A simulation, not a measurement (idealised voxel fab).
process module | voxel air gaps
cross-section cut | 235 nm wide | cells 5 nm
A cross-section is a grid of square cells, given in bands from the top down. A band is one or more rows of cells.
Each band's line starts with the height of the band's top and of its bottom, in nm. Then come its materials from left to right, each with its width in nm. One material with "throughout" fills the band from edge to edge. "air" is empty space.
Height 0 is the level under which the wafer as received is all one material. The lowest band goes on downwards, as in "0 down".
A width such as "30 to 40" changes by the same amount from each row of cells to the next, from the band's top row to its bottom row.
"no change" after a step means that no cell of the cross-section changed.
closed voids: empty space of 8 cells or more with no open way to the top, each as width x height at its distance from the left edge, in nm
after a step's settings: what the simulator itself notes on the step
overlay nm, on a step with a mask: how far to the right of its planned place the mask lay; to the left if negative
plan
1 op RECEIVE | material Si
2 op CONFORMAL_DEP | material SiO2 | thk nm 10
3 op CONFORMAL_DEP | material SiN | thk nm 5
4 op DIRECTIONAL_DEP | material SiO2 | thk nm 40
5 op DIRECTIONAL_DEP | material aC | thk nm 15
6 op PATTERN | tone open | mask id LINES | material resist | width nm 15 | pitch nm 45 | thk nm 30 | overlay nm 0
7 op DIRECTIONAL_ETCH | etch materials aC | depth nm 15
8 op STRIP | etch materials resist
9 op DIRECTIONAL_ETCH | etch materials SiO2 | depth nm 40
10 op STRIP | etch materials aC
11 op CONFORMAL_DEP | material TiN | thk nm 5
12 op FILL_DEP | material Ru | thk nm 10
13 op CMP | height nm 55
14 op EPI | material Ru | thk nm 10
15 op SELECTIVE_ETCH | etch materials SiO2 | depth nm 50
16 op CONFORMAL_DEP | material SiN | thk nm 5
as received, after step 1
  0 down: Si throughout
  closed voids: none
a wafer at the end: this start, this plan, one mistake
  70 to 65: SiN throughout
  65 to 55: Ru throughout
  55 to 20: Ru 60 | TiN 5 | SiO2 15 | TiN 5 | Ru 20 | TiN 5 | SiO2 15 | TiN 5 | Ru 20 | TiN 5 | SiO2 15 | TiN 5 | Ru 60
  20 to 15: TiN 65 | SiO2 15 | TiN 30 | SiO2 15 | TiN 30 | SiO2 15 | TiN 65
  15 to 10: SiN throughout
  10 to 0: SiO2 throughout
  0 down: Si throughout
  closed voids: none
what went wrong: step 6 ran as: op PATTERN | tone cover | mask id LINES | material resist | width nm 15 | pitch nm 45 | thk nm 30 | overlay nm 0
